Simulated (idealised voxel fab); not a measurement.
The following process module bears the name voxel wiring stack.
It is cross-section cut that appears here, measuring 275 nm in width, its square cells being 5 nm in size.
A cross-section is a grid of square cells, given in bands from the top down. A band is one or more rows of cells.
Read a band's entry like this: the first values are the height of its top and the height of its bottom in nm, and what follows is the sequence of materials from left to right, each with its width in nm. Note that "empty" is empty space, and that a single material marked "everywhere" reaches across the band from edge to edge.
The reference from which all heights are counted is 0, the level beneath which the as-received wafer is entirely one material; the lowest band, having no lower bound, proceeds downward and is written after the example "0 nm and below".
Read "30->40" as a graded width: first number on top, second number at the bottom, same change between each pair of neighbouring rows.
"no modification" means the step left every cell of the cross-section as it was.
The entry "Enclosed void inventory" lists the empty spaces that cover at least 8 cells and have no open path to the top. Each is written as width x height at distance, where the distance is measured from the left edge and all three values are in nm.
On a step's line, text after the settings is the simulator commenting on that step.
A step line may carry the setting "overlay nm", which, for steps involving a mask, states the distance by which the mask lay to the right of its intended position; negative values denote displacement to the left.

**Process steps - plan**
1: RECEIVE,material Si
2: CONFORMAL_DEP,material SiO2,thk nm 15
3: DIRECTIONAL_DEP,material TiN,thk nm 5
4: DIRECTIONAL_DEP,material W,thk nm 25
5: DIRECTIONAL_DEP,material aC,thk nm 10
6: PATTERN,tone cover,mask id METAL_1,material resist,width nm 25,pitch nm 55,thk nm 30,overlay nm 0
7: DIRECTIONAL_ETCH,etch materials aC,depth nm 10
8: STRIP,etch materials resist
9: DIRECTIONAL_ETCH,etch materials W,depth nm 25
10: DIRECTIONAL_ETCH,etch materials TiN,depth nm 5
11: STRIP,etch materials aC
12: FILL_DEP,material SiO2,thk nm 5
13: CMP,height nm 45
14: CONFORMAL_DEP,material SiCN,thk nm 5
15: DIRECTIONAL_DEP,material SiO2,thk nm 15
16: DIRECTIONAL_DEP,material aC,thk nm 15
17: PATTERN,tone open,mask id PLUG_1,material resist,width nm 15,pitch nm 110,thk nm 35,overlay nm 0
18: DIRECTIONAL_ETCH,etch materials aC,depth nm 15
19: STRIP,etch materials resist
20: DIRECTIONAL_ETCH,etch materials SiO2,depth nm 15
21: DIRECTIONAL_ETCH,etch materials SiCN,depth nm 5
22: STRIP,etch materials aC
23: CONFORMAL_DEP,material TiN,thk nm 5
24: FILL_DEP,material Cu,thk nm 10
25: CMP,height nm 65
26: DIRECTIONAL_DEP,material TiN,thk nm 5
27: DIRECTIONAL_DEP,material W,thk nm 15
28: PATTERN,tone cover,mask id METAL_2,material resist,width nm 25,pitch nm 55,thk nm 20,overlay nm 0
29: DIRECTIONAL_ETCH,etch materials W,depth nm 15
30: DIRECTIONAL_ETCH,etch materials TiN,depth nm 5
31: STRIP,etch materials resist
32: CONFORMAL_DEP,material SiCN,thk nm 5
33: FILL_DEP,material SiO2,thk nm 10
34: CMP,height nm 85
35: CONFORMAL_DEP,material SiCN,thk nm 5
36: DIRECTIONAL_DEP,material SiO2,thk nm 25
37: PATTERN,tone open,mask id METAL_3,material resist,width nm 25,pitch nm 55,thk nm 20,overlay nm 0
38: DIRECTIONAL_ETCH,etch materials SiO2,depth nm 15
39: STRIP,etch materials resist
40: PATTERN,tone open,mask id METAL_3_HOLES,material resist,width nm 15,pitch nm 55,thk nm 20,overlay nm 0
41: DIRECTIONAL_ETCH,etch materials SiO2,depth nm 10
42: DIRECTIONAL_ETCH,etch materials SiCN,depth nm 5
43: STRIP,etch materials resist
44: CONFORMAL_DEP,material TiN,thk nm 5
45: FILL_DEP,material Ru,thk nm 5
46: CMP,height nm 115
47: CONFORMAL_DEP,material SiCN,thk nm 5
48: DIRECTIONAL_DEP,material lowk,thk nm 30
49: DIRECTIONAL_DEP,material aC,thk nm 15
50: PATTERN,tone open,mask id METAL_4,material resist,width nm 25,pitch nm 55,thk nm 35,overlay nm 0
51: DIRECTIONAL_ETCH,etch materials aC,depth nm 15
52: STRIP,etch materials resist
53: DIRECTIONAL_ETCH,etch materials lowk,depth nm 15
54: STRIP,etch materials aC
55: DIRECTIONAL_DEP,material aC,thk nm 10
56: PATTERN,tone open,mask id METAL_4_HOLES,material resist,width nm 15,pitch nm 55,thk nm 25,overlay nm 0
57: DIRECTIONAL_ETCH,etch materials aC,depth nm 10
58: STRIP,etch materials resist
59: DIRECTIONAL_ETCH,etch materials lowk,depth nm 15
60: DIRECTIONAL_ETCH,etch materials SiCN,depth nm 5
61: STRIP,etch materials aC
62: CONFORMAL_DEP,material TiN,thk nm 5
63: FILL_DEP,material Cu,thk nm 10
64: CMP,height nm 150
65: CONFORMAL_DEP,material SiN,thk nm 5

**The following pertains to the first of two wafers, which was processed as planned**

**Cross-sectional view of the wafer in its as-received condition, corresponding to the state after step 1**
    0 nm and below  Si everywhere
    Enclosed void inventory: none

**Cross-section through the wafer, step 2 finished**
    15 nm to 0 nm  SiO2 everywhere
    Below a height of 0, the structure has not been altered.

**Cross-section through the wafer, step 3 finished**
    20 nm to 15 nm  TiN everywhere
    Below a height of 15, the structure has not been altered.

**Cross-section through the wafer, step 4 finished**
    45 nm to 20 nm  W everywhere
    Below a height of 20, the structure has not been altered.

**Cross-section through the wafer, step 5 finished**
    55 nm to 45 nm  aC everywhere
    Below a height of 45, the structure has not been altered.

**Cross-section through the wafer, step 6 finished**
    85 nm to 55 nm  empty (40), then resist (25), then empty (30), then resist (25), then empty (30), then resist (25), then empty (30), then resist (25), then empty (45)
    Below a height of 55, the structure has not been altered.

**Cross-section through the wafer, step 7 finished**
    75 nm to 55 nm  empty (40), then resist (25), then empty (30), then resist (25), then empty (30), then resist (25), then empty (30), then resist (25), then empty (45)
    55 nm to 45 nm  empty (40), then aC (25), then empty (30), then aC (25), then empty (30), then aC (25), then empty (30), then aC (25), then empty (45)
    Below a height of 45, the structure has not been altered.

**Cross-section through the wafer, step 8 finished**
    55 nm to 45 nm  empty (40), then aC (25), then empty (30), then aC (25), then empty (30), then aC (25), then empty (30), then aC (25), then empty (45)
    Below a height of 45, the structure has not been altered.

**Cross-section through the wafer, step 9 finished**
    55 nm to 45 nm  empty (40), then aC (25), then empty (30), then aC (25), then empty (30), then aC (25), then empty (30), then aC (25), then empty (45)
    45 nm to 20 nm  empty (40), then W (25), then empty (30), then W (25), then empty (30), then W (25), then empty (30), then W (25), then empty (45)
    Below a height of 20, the structure has not been altered.

**Cross-section through the wafer, step 10 finished**
    55 nm to 45 nm  empty (40), then aC (25), then empty (30), then aC (25), then empty (30), then aC (25), then empty (30), then aC (25), then empty (45)
    45 nm to 20 nm  empty (40), then W (25), then empty (30), then W (25), then empty (30), then W (25), then empty (30), then W (25), then empty (45)
    20 nm to 15 nm  empty (40), then TiN (25), then empty (30), then TiN (25), then empty (30), then TiN (25), then empty (30), then TiN (25), then empty (45)
    Below a height of 15, the structure has not been altered.

**Cross-section through the wafer, step 11 finished**
    45 nm to 20 nm  empty (40), then W (25), then empty (30), then W (25), then empty (30), then W (25), then empty (30), then W (25), then empty (45)
    Below a height of 20, the structure has not been altered.

**Cross-section through the wafer, step 12 finished**
    50 nm to 45 nm  SiO2 everywhere
    45 nm to 20 nm  SiO2 (40), then W (25), then SiO2 (30), then W (25), then SiO2 (30), then W (25), then SiO2 (30), then W (25), then SiO2 (45)
    20 nm to 15 nm  SiO2 (40), then TiN (25), then SiO2 (30), then TiN (25), then SiO2 (30), then TiN (25), then SiO2 (30), then TiN (25), then SiO2 (45)
    Below a height of 15, the structure has not been altered.

**Cross-section through the wafer, step 13 finished**
    45 nm to 20 nm  SiO2 (40), then W (25), then SiO2 (30), then W (25), then SiO2 (30), then W (25), then SiO2 (30), then W (25), then SiO2 (45)
    Below a height of 20, the structure has not been altered.

**Cross-section through the wafer, step 14 finished**
    50 nm to 45 nm  SiCN everywhere
    Below a height of 45, the structure has not been altered.

**Cross-section through the wafer, step 15 finished**
    65 nm to 50 nm  SiO2 everywhere
    Below a height of 50, the structure has not been altered.

**Cross-section through the wafer, step 16 finished**
    80 nm to 65 nm  aC everywhere
    Below a height of 65, the structure has not been altered.

**Cross-section through the wafer, step 17 finished**
    115 nm to 80 nm  resist (40), then empty (15), then resist (95), then empty (15), then resist (110)
    Below a height of 80, the structure has not been altered.

**Cross-section through the wafer, step 18 finished**
    100 nm to 80 nm  resist (40), then empty (15), then resist (95), then empty (15), then resist (110)
    80 nm to 65 nm  aC (40), then empty (15), then aC (95), then empty (15), then aC (110)
    Below a height of 65, the structure has not been altered.

**Cross-section through the wafer, step 19 finished**
    80 nm to 65 nm  aC (40), then empty (15), then aC (95), then empty (15), then aC (110)
    Below a height of 65, the structure has not been altered.

**Cross-section through the wafer, step 20 finished**
    80 nm to 65 nm  aC (40), then empty (15), then aC (95), then empty (15), then aC (110)
    65 nm to 50 nm  SiO2 (40), then empty (15), then SiO2 (95), then empty (15), then SiO2 (110)
    Below a height of 50, the structure has not been altered.

**Cross-section through the wafer, step 21 finished**
    80 nm to 65 nm  aC (40), then empty (15), then aC (95), then empty (15), then aC (110)
    65 nm to 50 nm  SiO2 (40), then empty (15), then SiO2 (95), then empty (15), then SiO2 (110)
    50 nm to 45 nm  SiCN (40), then empty (15), then SiCN (95), then empty (15), then SiCN (110)
    Below a height of 45, the structure has not been altered.

**Cross-section through the wafer, step 22 finished**
    65 nm to 50 nm  SiO2 (40), then empty (15), then SiO2 (95), then empty (15), then SiO2 (110)
    Below a height of 50, the structure has not been altered.

**Cross-section through the wafer, step 23 finished**
    70 nm to 65 nm  TiN (45), then empty (5), then TiN (105), then empty (5), then TiN (115)
    65 nm to 50 nm  SiO2 (40), then TiN (5), then empty (5), then TiN (5), then SiO2 (95), then TiN (5), then empty (5), then TiN (5), then SiO2 (110)
    50 nm to 45 nm  SiCN (40), then TiN (15), then SiCN (95), then TiN (15), then SiCN (110)
    Below a height of 45, the structure has not been altered.

**Cross-section through the wafer, step 24 finished**
    80 nm to 70 nm  Cu everywhere
    70 nm to 65 nm  TiN (45), then Cu (5), then TiN (105), then Cu (5), then TiN (115)
    65 nm to 50 nm  SiO2 (40), then TiN (5), then Cu (5), then TiN (5), then SiO2 (95), then TiN (5), then Cu (5), then TiN (5), then SiO2 (110)
    Below a height of 50, the structure has not been altered.

**Cross-section through the wafer, step 25 finished**
    65 nm to 50 nm  SiO2 (40), then TiN (5), then Cu (5), then TiN (5), then SiO2 (95), then TiN (5), then Cu (5), then TiN (5), then SiO2 (110)
    Below a height of 50, the structure has not been altered.

**Cross-section through the wafer, step 26 finished**
    70 nm to 65 nm  TiN everywhere
    Below a height of 65, the structure has not been altered.

**Cross-section through the wafer, step 27 finished**
    85 nm to 70 nm  W everywhere
    Below a height of 70, the structure has not been altered.

**Cross-section through the wafer, step 28 finished**
    105 nm to 85 nm  empty (40), then resist (25), then empty (30), then resist (25), then empty (30), then resist (25), then empty (30), then resist (25), then empty (45)
    Below a height of 85, the structure has not been altered.

**Cross-section through the wafer, step 29 finished**
    105 nm to 85 nm  empty (40), then resist (25), then empty (30), then resist (25), then empty (30), then resist (25), then empty (30), then resist (25), then empty (45)
    85 nm to 70 nm  empty (40), then W (25), then empty (30), then W (25), then empty (30), then W (25), then empty (30), then W (25), then empty (45)
    Below a height of 70, the structure has not been altered.

**Cross-section through the wafer, step 30 finished**
    105 nm to 85 nm  empty (40), then resist (25), then empty (30), then resist (25), then empty (30), then resist (25), then empty (30), then resist (25), then empty (45)
    85 nm to 70 nm  empty (40), then W (25), then empty (30), then W (25), then empty (30), then W (25), then empty (30), then W (25), then empty (45)
    70 nm to 65 nm  empty (40), then TiN (25), then empty (30), then TiN (25), then empty (30), then TiN (25), then empty (30), then TiN (25), then empty (45)
    Below a height of 65, the structure has not been altered.

**Cross-section through the wafer, step 31 finished**
    85 nm to 70 nm  empty (40), then W (25), then empty (30), then W (25), then empty (30), then W (25), then empty (30), then W (25), then empty (45)
    Below a height of 70, the structure has not been altered.

**Cross-section through the wafer, step 32 finished**
    90 nm to 85 nm  empty (35), then SiCN (35), then empty (20), then SiCN (35), then empty (20), then SiCN (35), then empty (20), then SiCN (35), then empty (40)
    85 nm to 70 nm  empty (35), then SiCN (5), then W (25), then SiCN (5), then empty (20), then SiCN (5), then W (25), then SiCN (5), then empty (20), then SiCN (5), then W (25), then SiCN (5), then empty (20), then SiCN (5), then W (25), then SiCN (5), then empty (40)
    70 nm to 65 nm  SiCN (40), then TiN (25), then SiCN (30), then TiN (25), then SiCN (30), then TiN (25), then SiCN (30), then TiN (25), then SiCN (45)
    Below a height of 65, the structure has not been altered.

**Cross-section through the wafer, step 33 finished**
    100 nm to 90 nm  SiO2 everywhere
    90 nm to 85 nm  SiO2 (35), then SiCN (35), then SiO2 (20), then SiCN (35), then SiO2 (20), then SiCN (35), then SiO2 (20), then SiCN (35), then SiO2 (40)
    85 nm to 70 nm  SiO2 (35), then SiCN (5), then W (25), then SiCN (5), then SiO2 (20), then SiCN (5), then W (25), then SiCN (5), then SiO2 (20), then SiCN (5), then W (25), then SiCN (5), then SiO2 (20), then SiCN (5), then W (25), then SiCN (5), then SiO2 (40)
    Below a height of 70, the structure has not been altered.

**Cross-section through the wafer, step 34 finished**
    85 nm to 70 nm  SiO2 (35), then SiCN (5), then W (25), then SiCN (5), then SiO2 (20), then SiCN (5), then W (25), then SiCN (5), then SiO2 (20), then SiCN (5), then W (25), then SiCN (5), then SiO2 (20), then SiCN (5), then W (25), then SiCN (5), then SiO2 (40)
    Below a height of 70, the structure has not been altered.

**Cross-section through the wafer, step 35 finished**
    90 nm to 85 nm  SiCN everywhere
    Below a height of 85, the structure has not been altered.

**Cross-section through the wafer, step 36 finished**
    115 nm to 90 nm  SiO2 everywhere
    Below a height of 90, the structure has not been altered.

**Cross-section through the wafer, step 37 finished**
    135 nm to 115 nm  resist (40), then empty (25), then resist (30), then empty (25), then resist (30), then empty (25), then resist (30), then empty (25), then resist (45)
    Below a height of 115, the structure has not been altered.

**Cross-section through the wafer, step 38 finished**
    135 nm to 115 nm  resist (40), then empty (25), then resist (30), then empty (25), then resist (30), then empty (25), then resist (30), then empty (25), then resist (45)
    115 nm to 100 nm  SiO2 (40), then empty (25), then SiO2 (30), then empty (25), then SiO2 (30), then empty (25), then SiO2 (30), then empty (25), then SiO2 (45)
    Below a height of 100, the structure has not been altered.

**Cross-section through the wafer, step 39 finished**
    115 nm to 100 nm  SiO2 (40), then empty (25), then SiO2 (30), then empty (25), then SiO2 (30), then empty (25), then SiO2 (30), then empty (25), then SiO2 (45)
    Below a height of 100, the structure has not been altered.

**Cross-section through the wafer, step 40 finished**
    135 nm to 115 nm  resist (40), then empty (15), then resist (40), then empty (15), then resist (40), then empty (15), then resist (40), then empty (15), then resist (55)
    115 nm to 100 nm  SiO2 (40), then empty (15), then resist (10), then SiO2 (30), then empty (15), then resist (10), then SiO2 (30), then empty (15), then resist (10), then SiO2 (30), then empty (15), then resist (10), then SiO2 (45)
    Below a height of 100, the structure has not been altered.

**Cross-section through the wafer, step 41 finished**
    135 nm to 115 nm  resist (40), then empty (15), then resist (40), then empty (15), then resist (40), then empty (15), then resist (40), then empty (15), then resist (55)
    115 nm to 100 nm  SiO2 (40), then empty (15), then resist (10), then SiO2 (30), then empty (15), then resist (10), then SiO2 (30), then empty (15), then resist (10), then SiO2 (30), then empty (15), then resist (10), then SiO2 (45)
    100 nm to 90 nm  SiO2 (40), then empty (15), then SiO2 (40), then empty (15), then SiO2 (40), then empty (15), then SiO2 (40), then empty (15), then SiO2 (55)
    Below a height of 90, the structure has not been altered.

**Cross-section through the wafer, step 42 finished**
    135 nm to 115 nm  resist (40), then empty (15), then resist (40), then empty (15), then resist (40), then empty (15), then resist (40), then empty (15), then resist (55)
    115 nm to 100 nm  SiO2 (40), then empty (15), then resist (10), then SiO2 (30), then empty (15), then resist (10), then SiO2 (30), then empty (15), then resist (10), then SiO2 (30), then empty (15), then resist (10), then SiO2 (45)
    100 nm to 90 nm  SiO2 (40), then empty (15), then SiO2 (40), then empty (15), then SiO2 (40), then empty (15), then SiO2 (40), then empty (15), then SiO2 (55)
    90 nm to 85 nm  SiCN (40), then empty (15), then SiCN (40), then empty (15), then SiCN (40), then empty (15), then SiCN (40), then empty (15), then SiCN (55)
    Below a height of 85, the structure has not been altered.

**Cross-section through the wafer, step 43 finished**
    115 nm to 100 nm  SiO2 (40), then empty (25), then SiO2 (30), then empty (25), then SiO2 (30), then empty (25), then SiO2 (30), then empty (25), then SiO2 (45)
    Below a height of 100, the structure has not been altered.

**Cross-section through the wafer, step 44 finished**
    120 nm to 115 nm  TiN (45), then empty (15), then TiN (40), then empty (15), then TiN (40), then empty (15), then TiN (40), then empty (15), then TiN (50)
    115 nm to 105 nm  SiO2 (40), then TiN (5), then empty (15), then TiN (5), then SiO2 (30), then TiN (5), then empty (15), then TiN (5), then SiO2 (30), then TiN (5), then empty (15), then TiN (5), then SiO2 (30), then TiN (5), then empty (15), then TiN (5), then SiO2 (45)
    105 nm to 100 nm  SiO2 (40), then TiN (5), then empty (5), then TiN (15), then SiO2 (30), then TiN (5), then empty (5), then TiN (15), then SiO2 (30), then TiN (5), then empty (5), then TiN (15), then SiO2 (30), then TiN (5), then empty (5), then TiN (15), then SiO2 (45)
    100 nm to 90 nm  SiO2 (40), then TiN (5), then empty (5), then TiN (5), then SiO2 (40), then TiN (5), then empty (5), then TiN (5), then SiO2 (40), then TiN (5), then empty (5), then TiN (5), then SiO2 (40), then TiN (5), then empty (5), then TiN (5), then SiO2 (55)
    90 nm to 85 nm  SiCN (40), then TiN (15), then SiCN (40), then TiN (15), then SiCN (40), then TiN (15), then SiCN (40), then TiN (15), then SiCN (55)
    Below a height of 85, the structure has not been altered.

**Cross-section through the wafer, step 45 finished**
    125 nm to 120 nm  Ru everywhere
    120 nm to 115 nm  TiN (45), then Ru (15), then TiN (40), then Ru (15), then TiN (40), then Ru (15), then TiN (40), then Ru (15), then TiN (50)
    115 nm to 105 nm  SiO2 (40), then TiN (5), then Ru (15), then TiN (5), then SiO2 (30), then TiN (5), then Ru (15), then TiN (5), then SiO2 (30), then TiN (5), then Ru (15), then TiN (5), then SiO2 (30), then TiN (5), then Ru (15), then TiN (5), then SiO2 (45)
    105 nm to 100 nm  SiO2 (40), then TiN (5), then Ru (5), then TiN (15), then SiO2 (30), then TiN (5), then Ru (5), then TiN (15), then SiO2 (30), then TiN (5), then Ru (5), then TiN (15), then SiO2 (30), then TiN (5), then Ru (5), then TiN (15), then SiO2 (45)
    100 nm to 90 nm  SiO2 (40), then TiN (5), then Ru (5), then TiN (5), then SiO2 (40), then TiN (5), then Ru (5), then TiN (5), then SiO2 (40), then TiN (5), then Ru (5), then TiN (5), then SiO2 (40), then TiN (5), then Ru (5), then TiN (5), then SiO2 (55)
    Below a height of 90, the structure has not been altered.

**Cross-section through the wafer, step 46 finished**
    115 nm to 105 nm  SiO2 (40), then TiN (5), then Ru (15), then TiN (5), then SiO2 (30), then TiN (5), then Ru (15), then TiN (5), then SiO2 (30), then TiN (5), then Ru (15), then TiN (5), then SiO2 (30), then TiN (5), then Ru (15), then TiN (5), then SiO2 (45)
    Below a height of 105, the structure has not been altered.

**Cross-section through the wafer, step 47 finished**
    120 nm to 115 nm  SiCN everywhere
    Below a height of 115, the structure has not been altered.

**Cross-section through the wafer, step 48 finished**
    150 nm to 120 nm  lowk everywhere
    Below a height of 120, the structure has not been altered.

**Cross-section through the wafer, step 49 finished**
    165 nm to 150 nm  aC everywhere
    Below a height of 150, the structure has not been altered.

**Cross-section through the wafer, step 50 finished**
    200 nm to 165 nm  resist (40), then empty (25), then resist (30), then empty (25), then resist (30), then empty (25), then resist (30), then empty (25), then resist (45)
    Below a height of 165, the structure has not been altered.

**Cross-section through the wafer, step 51 finished**
    185 nm to 165 nm  resist (40), then empty (25), then resist (30), then empty (25), then resist (30), then empty (25), then resist (30), then empty (25), then resist (45)
    165 nm to 150 nm  aC (40), then empty (25), then aC (30), then empty (25), then aC (30), then empty (25), then aC (30), then empty (25), then aC (45)
    Below a height of 150, the structure has not been altered.

**Cross-section through the wafer, step 52 finished**
    165 nm to 150 nm  aC (40), then empty (25), then aC (30), then empty (25), then aC (30), then empty (25), then aC (30), then empty (25), then aC (45)
    Below a height of 150, the structure has not been altered.

**Cross-section through the wafer, step 53 finished**
    165 nm to 150 nm  aC (40), then empty (25), then aC (30), then empty (25), then aC (30), then empty (25), then aC (30), then empty (25), then aC (45)
    150 nm to 135 nm  lowk (40), then empty (25), then lowk (30), then empty (25), then lowk (30), then empty (25), then lowk (30), then empty (25), then lowk (45)
    Below a height of 135, the structure has not been altered.

**Cross-section through the wafer, step 54 finished**
    150 nm to 135 nm  lowk (40), then empty (25), then lowk (30), then empty (25), then lowk (30), then empty (25), then lowk (30), then empty (25), then lowk (45)
    Below a height of 135, the structure has not been altered.

**Cross-section through the wafer, step 55 finished**
    160 nm to 150 nm  aC (40), then empty (25), then aC (30), then empty (25), then aC (30), then empty (25), then aC (30), then empty (25), then aC (45)
    150 nm to 145 nm  lowk (40), then empty (25), then lowk (30), then empty (25), then lowk (30), then empty (25), then lowk (30), then empty (25), then lowk (45)
    145 nm to 135 nm  lowk (40), then aC (25), then lowk (30), then aC (25), then lowk (30), then aC (25), then lowk (30), then aC (25), then lowk (45)
    Below a height of 135, the structure has not been altered.

**Cross-section through the wafer, step 56 finished**
    185 nm to 160 nm  resist (40), then empty (15), then resist (40), then empty (15), then resist (40), then empty (15), then resist (40), then empty (15), then resist (55)
    160 nm to 150 nm  aC (40), then empty (15), then resist (10), then aC (30), then empty (15), then resist (10), then aC (30), then empty (15), then resist (10), then aC (30), then empty (15), then resist (10), then aC (45)
    150 nm to 145 nm  lowk (40), then empty (15), then resist (10), then lowk (30), then empty (15), then resist (10), then lowk (30), then empty (15), then resist (10), then lowk (30), then empty (15), then resist (10), then lowk (45)
    Below a height of 145, the structure has not been altered.

**Cross-section through the wafer, step 57 finished**
    175 nm to 160 nm  resist (40), then empty (15), then resist (40), then empty (15), then resist (40), then empty (15), then resist (40), then empty (15), then resist (55)
    160 nm to 150 nm  aC (40), then empty (15), then resist (10), then aC (30), then empty (15), then resist (10), then aC (30), then empty (15), then resist (10), then aC (30), then empty (15), then resist (10), then aC (45)
    150 nm to 145 nm  lowk (40), then empty (15), then resist (10), then lowk (30), then empty (15), then resist (10), then lowk (30), then empty (15), then resist (10), then lowk (30), then empty (15), then resist (10), then lowk (45)
    145 nm to 135 nm  lowk (40), then empty (15), then aC (10), then lowk (30), then empty (15), then aC (10), then lowk (30), then empty (15), then aC (10), then lowk (30), then empty (15), then aC (10), then lowk (45)
    Below a height of 135, the structure has not been altered.

**Cross-section through the wafer, step 58 finished**
    160 nm to 150 nm  aC (40), then empty (25), then aC (30), then empty (25), then aC (30), then empty (25), then aC (30), then empty (25), then aC (45)
    150 nm to 145 nm  lowk (40), then empty (25), then lowk (30), then empty (25), then lowk (30), then empty (25), then lowk (30), then empty (25), then lowk (45)
    Below a height of 145, the structure has not been altered.

**Cross-section through the wafer, step 59 finished**
    160 nm to 150 nm  aC (40), then empty (25), then aC (30), then empty (25), then aC (30), then empty (25), then aC (30), then empty (25), then aC (45)
    150 nm to 145 nm  lowk (40), then empty (25), then lowk (30), then empty (25), then lowk (30), then empty (25), then lowk (30), then empty (25), then lowk (45)
    145 nm to 135 nm  lowk (40), then empty (15), then aC (10), then lowk (30), then empty (15), then aC (10), then lowk (30), then empty (15), then aC (10), then lowk (30), then empty (15), then aC (10), then lowk (45)
    135 nm to 120 nm  lowk (40), then empty (15), then lowk (40), then empty (15), then lowk (40), then empty (15), then lowk (40), then empty (15), then lowk (55)
    Below a height of 120, the structure has not been altered.

**Cross-section through the wafer, step 60 finished**
    160 nm to 150 nm  aC (40), then empty (25), then aC (30), then empty (25), then aC (30), then empty (25), then aC (30), then empty (25), then aC (45)
    150 nm to 145 nm  lowk (40), then empty (25), then lowk (30), then empty (25), then lowk (30), then empty (25), then lowk (30), then empty (25), then lowk (45)
    145 nm to 135 nm  lowk (40), then empty (15), then aC (10), then lowk (30), then empty (15), then aC (10), then lowk (30), then empty (15), then aC (10), then lowk (30), then empty (15), then aC (10), then lowk (45)
    135 nm to 120 nm  lowk (40), then empty (15), then lowk (40), then empty (15), then lowk (40), then empty (15), then lowk (40), then empty (15), then lowk (55)
    120 nm to 115 nm  SiCN (40), then empty (15), then SiCN (40), then empty (15), then SiCN (40), then empty (15), then SiCN (40), then empty (15), then SiCN (55)
    Below a height of 115, the structure has not been altered.

**Cross-section through the wafer, step 61 finished**
    150 nm to 135 nm  lowk (40), then empty (25), then lowk (30), then empty (25), then lowk (30), then empty (25), then lowk (30), then empty (25), then lowk (45)
    Below a height of 135, the structure has not been altered.

**Cross-section through the wafer, step 62 finished**
    155 nm to 150 nm  TiN (45), then empty (15), then TiN (40), then empty (15), then TiN (40), then empty (15), then TiN (40), then empty (15), then TiN (50)
    150 nm to 140 nm  lowk (40), then TiN (5), then empty (15), then TiN (5), then lowk (30), then TiN (5), then empty (15), then TiN (5), then lowk (30), then TiN (5), then empty (15), then TiN (5), then lowk (30), then TiN (5), then empty (15), then TiN (5), then lowk (45)
    140 nm to 135 nm  lowk (40), then TiN (5), then empty (5), then TiN (15), then lowk (30), then TiN (5), then empty (5), then TiN (15), then lowk (30), then TiN (5), then empty (5), then TiN (15), then lowk (30), then TiN (5), then empty (5), then TiN (15), then lowk (45)
    135 nm to 120 nm  lowk (40), then TiN (5), then empty (5), then TiN (5), then lowk (40), then TiN (5), then empty (5), then TiN (5), then lowk (40), then TiN (5), then empty (5), then TiN (5), then lowk (40), then TiN (5), then empty (5), then TiN (5), then lowk (55)
    120 nm to 115 nm  SiCN (40), then TiN (15), then SiCN (40), then TiN (15), then SiCN (40), then TiN (15), then SiCN (40), then TiN (15), then SiCN (55)
    Below a height of 115, the structure has not been altered.

**Cross-section through the wafer, step 63 finished**
    165 nm to 155 nm  Cu everywhere
    155 nm to 150 nm  TiN (45), then Cu (15), then TiN (40), then Cu (15), then TiN (40), then Cu (15), then TiN (40), then Cu (15), then TiN (50)
    150 nm to 140 nm  lowk (40), then TiN (5), then Cu (15), then TiN (5), then lowk (30), then TiN (5), then Cu (15), then TiN (5), then lowk (30), then TiN (5), then Cu (15), then TiN (5), then lowk (30), then TiN (5), then Cu (15), then TiN (5), then lowk (45)
    140 nm to 135 nm  lowk (40), then TiN (5), then Cu (5), then TiN (15), then lowk (30), then TiN (5), then Cu (5), then TiN (15), then lowk (30), then TiN (5), then Cu (5), then TiN (15), then lowk (30), then TiN (5), then Cu (5), then TiN (15), then lowk (45)
    135 nm to 120 nm  lowk (40), then TiN (5), then Cu (5), then TiN (5), then lowk (40), then TiN (5), then Cu (5), then TiN (5), then lowk (40), then TiN (5), then Cu (5), then TiN (5), then lowk (40), then TiN (5), then Cu (5), then TiN (5), then lowk (55)
    Below a height of 120, the structure has not been altered.

**Cross-section through the wafer, step 64 finished**
    150 nm to 140 nm  lowk (40), then TiN (5), then Cu (15), then TiN (5), then lowk (30), then TiN (5), then Cu (15), then TiN (5), then lowk (30), then TiN (5), then Cu (15), then TiN (5), then lowk (30), then TiN (5), then Cu (15), then TiN (5), then lowk (45)
    Below a height of 140, the structure has not been altered.

**Cross-section through the wafer, step 65 finished**
    155 nm to 150 nm  SiN everywhere
    Below a height of 150, the structure has not been altered.

**The second wafer: identical to the first at the outset and in its planned sequence, differing only in that one mistake was made during processing; up to and including step 63, its path is the first wafer's path**

**At the planned end of step 64, the second wafer in cross-section**
    145 nm to 135 nm  lowk (40), then TiN (5), then Cu (15->5), then TiN (5->15), then lowk (30), then TiN (5), then Cu (15->5), then TiN (5->15), then lowk (30), then TiN (5), then Cu (15->5), then TiN (5->15), then lowk (30), then TiN (5), then Cu (15->5), then TiN (5->15), then lowk (45)
    Below a height of 135, the structure has not been altered.

**At the planned end of step 65, the second wafer in cross-section**
    150 nm to 145 nm  SiN everywhere
    Below a height of 145, the structure has not been altered.
Here's what went sideways: for step 64, the planned setting was not used; the step was instead run as CMP,height nm 145
FYI, end of process, the second wafer has more or fewer cells of some materials than the first: -12 Cu, -8 TiN, -35 lowk
